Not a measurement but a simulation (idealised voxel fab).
You're looking at the process module voxel released beams.
It is cross-section cut that appears here, measuring 155 nm in width, its square cells being 5 nm in size.
A cross-section in this document is a grid of square cells, and it is written down as bands, the top band listed before the ones below it; a band is made up of one or more rows of cells.
The band entry comprises the height of the band's top followed by the height of its bottom, expressed in nm, and subsequently the band's materials from left to right, each stated together with its width in nm. Where a single material is marked with the word "throughout", that material fills the band from edge to edge. The word "blank" represents empty space.
A quick word on heights: they are counted from 0, and under that level the wafer as it came to us is one material throughout. The lowest band is different from the rest in having no bottom; it simply continues downward, written as in "from 0 down".
A two-number width, for instance "30->40", indicates that the width is equal to the first number in the top row of the band and to the second number in the bottom row, and that it changes by a constant amount per row of cells.
Take "no alterations made" at face value: in the step it is given for, the cross-section changed in none of its cells.
If an empty space has no open way to the top and is at least 8 cells in size, "Non-vented voids" lists it, written width x height at distance, where distance is measured from the left edge and every value is in nm.
It should be noted that, on the line of a given step, the content following the step's settings is a remark produced by the simulator itself with respect to that step.
When a step includes a mask, the "overlay nm" setting on its line states how far to the right of its planned place that mask lay, and negative values state how far to the left.

Listed below are the process steps as planned:
1: RECEIVE (material Si)
2: CONFORMAL_DEP (material SiN; thk nm 5)
3: DIRECTIONAL_DEP (material SiO2; thk nm 15)
4: MASKED_ETCH (tone open; mask id ANCHOR; width nm 35; etch materials SiO2; depth nm 15; overlay nm 0)
5: CONFORMAL_DEP (material W; thk nm 15)
6: DIRECTIONAL_DEP (material aC; thk nm 15)
7: PATTERN (tone cover; mask id BEAM; material resist; width nm 90; thk nm 30; overlay nm 0)
8: DIRECTIONAL_ETCH (etch materials aC; depth nm 15)
9: STRIP (etch materials resist)
10: DIRECTIONAL_ETCH (etch materials W; depth nm 15)
11: STRIP (etch materials aC)
12: STRIP (etch materials SiO2)

This is the cross-section of the wafer as we received it, i.e. after step 1:
* from 0 down  Si throughout
* Non-vented voids: none

Here's the cross-section of the first of our two wafers at the end of the module - it ran as planned:
* from 35 to 20  blank: 30; W: 20; blank: 5; W: 65; blank: 35
* from 20 to 5  blank: 35; W: 35; blank: 85
* from 5 to 0  SiN throughout
* from 0 down  Si throughout
* Non-vented voids: none

Cross-sectional view: second of two wafers, end of module; start and plan identical to the first, one mistake in running:
* from 35 to 20  blank: 30; W: 55; blank: 70
* from 20 to 5  blank: 20; W: 15; SiO2: 35; W: 50; blank: 35
* from 5 to 0  SiN throughout
* from 0 down  Si throughout
* Non-vented voids: none
What went wrong in running the wafer? the process deviated at step 4: the operation and settings actually run there were MASKED_ETCH (tone cover; mask id ANCHOR; width nm 35; etch materials SiO2; depth nm 15; overlay nm 0)
Count the cells at the end and the second wafer has more or fewer of some materials than the first: 21 more of SiO2
